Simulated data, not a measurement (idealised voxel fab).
A process module follows: voxel gate over fins.
FYI the section here is cut, 215 nm wide, cells are 5 nm squares.
We lay out every cross-section as a grid of square cells and spell it out in bands from the top down, where one band means one or more rows of cells.
Top height, bottom height, nm. Materials left to right, width each, nm. Single material + "edge to edge" = fills band edge to edge. "empty" = empty.
Heights are measured from 0, the level below which the as-received wafer is all one material; the lowest band has no bottom and continues downward, written as in "0 -> down".
A two-number width, for instance "30 to 40", indicates that the width is equal to the first number in the top row of the band and to the second number in the bottom row, and that it changes by a constant amount per row of cells.
Key: "nothing was modified" - step with no changed cell in the cross-section.
This entry, "closed voids", enumerates those empty regions of no fewer than 8 cells that possess no open connection to the top. Each region is reported in the form width x height at distance, the distance being taken from the left edge, with all three quantities expressed in nm.
Heads up: the bit after the settings on a step's line is the simulator's remark on that step.
overlay nm: mask right of planned place by this much (step with mask). Neg. = left.
Planned step list for the process:
1. RECEIVE,material Si
2. CONFORMAL_DEP,material SiN,thk nm 10
3. MASKED_ETCH,tone cover,mask id FINS,width nm 15,pitch nm 40,etch materials SiN,depth nm 10,overlay nm 0
4. MASKED_ETCH,tone cover,mask id FINS,width nm 15,pitch nm 40,etch materials Si,depth nm 35,overlay nm 0
5. OXIDIZE,depth nm 5
6. FILL_DEP,material SiO2,thk nm 5
7. CMP,height nm 10
8. SELECTIVE_ETCH,etch materials SiO2,depth nm 20
9. STRIP,etch materials SiN
10. CONFORMAL_DEP,material HfO2,thk nm 5
11. CONFORMAL_DEP,material TiN,thk nm 5
12. CONFORMAL_DEP,material TiAl,thk nm 5
13. CONFORMAL_DEP,material TiN,thk nm 5
14. FILL_DEP,material W,thk nm 10
15. CMP,height nm 25
16. CONFORMAL_DEP,material SiCN,thk nm 10
Incoming wafer in cross-section (state: after step 1):
> 0 -> down | Si edge to edge
> closed voids: none
Post-module cross-section of the first of two wafers (run per plan):
> 35 -> 25 | SiCN edge to edge
> 25 -> 20 | W edge to edge
> 20 -> 15 | 65 W, then 85 TiN, then 65 W
> 15 -> 10 | 65 W, then 5 TiN, then 35 TiAl, then 5 TiN, then 35 TiAl, then 5 TiN, then 65 W
> 10 -> 5 | 70 TiN, then 5 TiAl, then 25 TiN, then 5 TiAl, then 5 TiN, then 5 TiAl, then 25 TiN, then 5 TiAl, then 70 TiN
> 5 -> 0 | 75 TiAl, then 5 TiN, then 15 HfO2, then 5 TiN, then 15 TiAl, then 5 TiN, then 15 HfO2, then 5 TiN, then 75 TiAl
> 0 -> -5 | 80 TiN, then 5 HfO2, then 5 Si, then 5 HfO2, then 25 TiN, then 5 HfO2, then 5 Si, then 5 HfO2, then 80 TiN
> -5 -> -10 | 85 HfO2, then 5 Si, then 35 HfO2, then 5 Si, then 85 HfO2
> -10 -> -40 | 85 SiO2, then 5 Si, then 35 SiO2, then 5 Si, then 85 SiO2
> -40 -> down | Si edge to edge
> closed voids: none
So this is wafer number two of the two, cut at the end of the module - it started where the first did and had the same plan, we just got one thing wrong running it:
> 35 -> 25 | SiCN edge to edge
> 25 -> 20 | W edge to edge
> 20 -> 15 | TiN edge to edge
> 15 -> 10 | TiAl edge to edge
> 10 -> 5 | 85 TiN, then 5 TiAl, then 35 TiN, then 5 TiAl, then 85 TiN
> 5 -> 0 | 80 HfO2, then 15 TiN, then 25 HfO2, then 15 TiN, then 80 HfO2
> 0 -> -5 | 75 Si, then 25 HfO2, then 15 Si, then 25 HfO2, then 75 Si
> -5 -> down | Si edge to edge
> closed voids: none
Here's what went sideways: not per plan at step 3, really ran MASKED_ETCH,tone open,mask id FINS,width nm 15,pitch nm 40,etch materials SiN,depth nm 10,overlay nm 0
The closing comparison, in cells, has the second wafer with more or fewer of some materials than the first: HfO2: 4 fewer | Si: 318 more | SiO2: 246 fewer | TiAl: 6 fewer | TiN: 10 fewer | W: 52 fewer
